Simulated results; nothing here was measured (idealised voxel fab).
The following is a process module called voxel double patterning.
220 nm wide, 5 nm square cells: that's cross-section cut.
If you're reading a cross-section in this doc, picture square cells in a grid; it comes to you as bands, top ones listed first down to the bottom, and a band can be one or more rows of cells. Band: top and bottom heights (nm) first, top before bottom; then materials from left to right, widths in nm. "all across" marks a sole material filling the band edge to edge. "air" denotes empty space. The level at which height equals 0 is the one under which the wafer, as it arrives, is entirely one material. No lower edge exists for the bottom band, which continues downward and is notated as in "0 nm and below". Note: "30->40" means the width goes from the first number (top row of the band) to the second number (bottom row) in equal steps per row of cells. A step reported as "remained the same" is a step in which no cell of the cross-section changed. "Closed cavities" means: voids of 8 cells or more that are shut off from the top with no open way through. Written width x height at distance, distance from the left edge, in nm. after a step's settings: what the simulator itself notes on the step. overlay nm: how far to the right of its planned place the mask lay on this masked step (negative: to the left).

### The following list gives the planned process steps
1,RECEIVE | material Si
2,CONFORMAL_DEP | material SiO2 | thk nm 10
3,DIRECTIONAL_DEP | material TiN | thk nm 20
4,DIRECTIONAL_DEP | material SiCN | thk nm 5
5,MASKED_ETCH | tone open | mask id FIRST | width nm 15 | pitch nm 50 | etch materials SiCN | depth nm 5 | overlay nm -15
6,DIRECTIONAL_DEP | material aC | thk nm 15
7,PATTERN | tone open | mask id SECOND | material resist | width nm 15 | pitch nm 50 | thk nm 35 | overlay nm 0
8,DIRECTIONAL_ETCH | etch materials aC | depth nm 15
9,STRIP | etch materials resist
10,DIRECTIONAL_ETCH | etch materials SiCN | depth nm 5
11,STRIP | etch materials aC
12,DIRECTIONAL_ETCH | etch materials TiN | depth nm 20
13,STRIP | etch materials SiCN
Variable across wafers: step 5 overlay nm (plan value is that of the first wafer; starting state common to all).

### first wafer as received, after step 1
  0 nm and below  Si all across
  Closed cavities: none

### Gained (+) or lost (-) cells of each material since receipt, then closed voids: one row per wafer, at the end of the module
overlay nm -15, +88 SiO2, +124 TiN, Closed cavities: none
overlay nm -10, +88 SiO2, +116 TiN, Closed cavities: none
overlay nm -5, +88 SiO2, +116 TiN, Closed cavities: none
overlay nm 0, +88 SiO2, +116 TiN, Closed cavities: none
overlay nm 5, +88 SiO2, +116 TiN, Closed cavities: none
overlay nm 10, +88 SiO2, +116 TiN, Closed cavities: none
overlay nm 15, +88 SiO2, +124 TiN, Closed cavities: none
